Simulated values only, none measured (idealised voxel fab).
The following is a process module called voxel lift off.
cross-section cut | 295 nm wide | cells 5 nm
In what follows, cross-sections appear as grids of square cells, described through bands that run from the top down, where every band is one or more rows of cells.
This entry defines a band. It first specifies the height of the band's top and the height of its bottom in nm, and then specifies the band's materials from left to right, stating each material with its width in nm. The word "throughout" identifies a single material that fills the band from edge to edge, while the word "blank" identifies empty space.
Height datum 0, below which the as-received substrate wafer is one material. Lowest band open at the bottom, running downward: "0..down".
Width "30->40": first value at the band's top row of cells, second value at its bottom row, equal change from row to row.
Key: "no modification" - step with no changed cell in the cross-section.
Closed empty spaces (no open way to the top) of 8 cells or more are what "Sealed cavities" lists, each as width x height at distance from the left edge, nm for all three.
It should be noted that, on the line of a given step, the content following the step's settings is a remark produced by the simulator itself with respect to that step.
Steps that use a mask can have "overlay nm" on their line. It says how far the mask sat to the right of where it was meant to be. Negative means to the left.
[Set out below are the planned steps of the process]
1 RECEIVE (material Si)
2 CONFORMAL_DEP (material SiO2; thk nm 5)
3 PATTERN (tone open; mask id LINES; material resist; width nm 20; pitch nm 40; thk nm 30; overlay nm 0)
4 DIRECTIONAL_DEP (material Ru; thk nm 15)
5 STRIP (etch materials resist)
6 CONFORMAL_DEP (material SiN; thk nm 5)
[Of two wafers, the first: run according to plan]
[Received-state cross-section, reflecting completion of step 1]
	0..down | Si throughout
	Sealed cavities: none
[The following cross-section depicts the wafer upon completion of step 2]
	5..0 | SiO2 throughout
	All layers under 0 are left as they were.
[The following cross-section depicts the wafer upon completion of step 3]
	35..5 | resist: 115 / blank: 20 / resist: 20 / blank: 20 / resist: 120
	All layers under 5 are left as they were.
[The following cross-section depicts the wafer upon completion of step 4]
	50..35 | Ru: 115 / blank: 20 / Ru: 20 / blank: 20 / Ru: 120
	35..20 | resist: 115 / blank: 20 / resist: 20 / blank: 20 / resist: 120
	20..5 | resist: 115 / Ru: 20 / resist: 20 / Ru: 20 / resist: 120
	All layers under 5 are left as they were.
[The following cross-section depicts the wafer upon completion of step 5]
	20..5 | blank: 115 / Ru: 20 / blank: 20 / Ru: 20 / blank: 120
	All layers under 5 are left as they were.
[The following cross-section depicts the wafer upon completion of step 6]
	25..20 | blank: 110 / SiN: 30 / blank: 10 / SiN: 30 / blank: 115
	20..10 | blank: 110 / SiN: 5 / Ru: 20 / SiN: 5 / blank: 10 / SiN: 5 / Ru: 20 / SiN: 5 / blank: 115
	10..5 | SiN: 115 / Ru: 20 / SiN: 20 / Ru: 20 / SiN: 120
	All layers under 5 are left as they were.
[Second Wafer (Identical Start and Plan, One Processing Error; Matches First Wafer Through Step 4)]
[Cross-section, second wafer, at the end time the plan gives for step 5]
	20..5 | blank: 115 / Ru: 20 / blank: 20 / Ru: 20 / blank: 120
	All layers under 5 are left as they were.
[Cross-section, second wafer, at the end time the plan gives for step 6]
	25..20 | blank: 110 / SiN: 30 / blank: 10 / SiN: 30 / blank: 115
	20..10 | blank: 110 / SiN: 5 / Ru: 20 / SiN: 5 / blank: 10 / SiN: 5 / Ru: 20 / SiN: 5 / blank: 115
	10..5 | SiN: 115 / Ru: 20 / SiN: 20 / Ru: 20 / SiN: 120
	All layers under 5 are left as they were.
Finding, execution versus plan: step 5 in the plan was executed twice
It should be noted that the final cross-sections of the two wafers coincide, and the mistake therefore has no effect on the output of this model.
